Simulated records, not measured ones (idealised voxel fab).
process module | voxel air gaps
cross-section cut | 175 nm wide | cells 5 nm
A cross-section is a grid of square cells, given in bands from the top down. A band is one or more rows of cells.
Each band's line starts with the height of the band's top and of its bottom, in nm. Then come its materials from left to right, each with its width in nm. One material with "throughout" fills the band from edge to edge. "air" is empty space.
Height 0 is the level under which the wafer as received is all one material. The lowest band goes on downwards, as in "0 down".
A width such as "30 to 40" changes by the same amount from each row of cells to the next, from the band's top row to its bottom row.
"no change" after a step means that no cell of the cross-section changed.
closed voids: empty space of 8 cells or more with no open way to the top, each as width x height at its distance from the left edge, in nm
after a step's settings: what the simulator itself notes on the step
overlay nm, on a step with a mask: how far to the right of its planned place the mask lay; to the left if negative
plan
1 op RECEIVE | material Si
2 op CONFORMAL_DEP | material SiO2 | thk nm 15
3 op CONFORMAL_DEP | material SiCN | thk nm 5
4 op DIRECTIONAL_DEP | material SiO2 | thk nm 30
5 op MASKED_ETCH | tone open | mask id LINES | width nm 15 | pitch nm 45 | etch materials SiO2 | depth nm 30 | overlay nm 0
6 op CONFORMAL_DEP | material TiN | thk nm 5
7 op FILL_DEP | material Cu | thk nm 10
8 op CMP | height nm 50
9 op EPI | material Ru | thk nm 10
10 op SELECTIVE_ETCH | etch materials SiO2 | depth nm 40
11 op CONFORMAL_DEP | material SiCN | thk nm 5
varied across the wafers: width nm of step 5. The plan shows the first wafer's value. All wafers start alike
first wafer as received, after step 1
  0 down: Si throughout
  closed voids: none
each wafer at the end: cells of each material gained (+) or lost (-) since it was received, then its closed voids
width nm 15 | +15 Cu | +42 Ru | +142 SiCN | +105 SiO2 | +39 TiN | closed voids: 20 x 20 at 55; 20 x 20 at 100
width nm 20 | +30 Cu | +48 Ru | +134 SiCN | +105 SiO2 | +42 TiN | closed voids: 15 x 20 at 55; 15 x 20 at 100
width nm 25 | +45 Cu | +54 Ru | +94 SiCN | +153 SiO2 | +45 TiN | closed voids: none
width nm 30 | +60 Cu | +56 Ru | +94 SiCN | +141 SiO2 | +48 TiN | closed voids: none
